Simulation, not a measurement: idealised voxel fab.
Title: Process Module voxel double patterning
Displayed cross-section: cut, width of 295 nm, square cells sized 5 nm.
Cross-sections here: square-cell grids, written as top-down lists of bands, a band being one or more rows of cells. This entry defines a band. It first specifies the height of the band's top and the height of its bottom in nm, and then specifies the band's materials from left to right, stating each material with its width in nm. The word "throughout" identifies a single material that fills the band from edge to edge, while the word "empty" identifies empty space. Basically, 0 is our baseline, since under it the wafer straight out of the box is all one material. The bottom band has no lower end and keeps on going down, so it looks like "top 0, no bottom". Read "30 to 40" as a graded width: first number on top, second number at the bottom, same change between each pair of neighbouring rows. It should be understood that the words "nothing got changed", when stated for a given step, signify that the cross-section underwent no change in any of its cells during that step. For the entry "Sealed-off cavities", the listed items are empty spaces with no open way to the top whose size is 8 cells or more; each item follows the pattern width x height at distance, where distance is from the left edge and all three are in nm. Read whatever lies past the settings on a step's line as the simulator's own remark about the step. The "overlay nm" setting may appear on a step's line; for a step that uses a mask, it gives how far to the right of its planned position the mask lay, and a negative value indicates the left.

**Steps planned for the process**
1: RECEIVE [material Si]
2: CONFORMAL_DEP [material SiN] [thk nm 5]
3: DIRECTIONAL_DEP [material SiO2] [thk nm 10]
4: DIRECTIONAL_DEP [material SiCN] [thk nm 10]
5: MASKED_ETCH [tone open] [mask id FIRST] [width nm 15] [pitch nm 50] [etch materials SiCN] [depth nm 10] [overlay nm 0]
6: PATTERN [tone open] [mask id SECOND] [material resist] [width nm 15] [thk nm 15] [overlay nm 0]
7: DIRECTIONAL_ETCH [etch materials SiCN] [depth nm 10]
8: STRIP [etch materials resist]
9: DIRECTIONAL_ETCH [etch materials SiO2] [depth nm 10]
10: STRIP [etch materials SiCN]

**This is the cross-section of the wafer as we received it, i.e. after step 1**
* top 0, no bottom | Si throughout
* Sealed-off cavities: none

**first wafer at the end, as planned**
* top 15, bottom 5 | SiO2=115; empty=15; SiO2=10; empty=15; SiO2=10; empty=15; SiO2=115
* top 5, bottom 0 | SiN throughout
* top 0, no bottom | Si throughout
* Sealed-off cavities: none

**second wafer at the end: like start, like plan, one mistake**
* top 10, bottom 5 | SiO2=115; empty=15; SiO2=10; empty=15; SiO2=10; empty=15; SiO2=115
* top 5, bottom 0 | SiN throughout
* top 0, no bottom | Si throughout
* Sealed-off cavities: none
Which mistake was made when the wafer was run? step 3 deviated from plan and actually ran as DIRECTIONAL_DEP [material SiO2] [thk nm 5]
The final cell counts differ between the wafers, with the second having more or fewer of some materials than the first: -50 SiO2
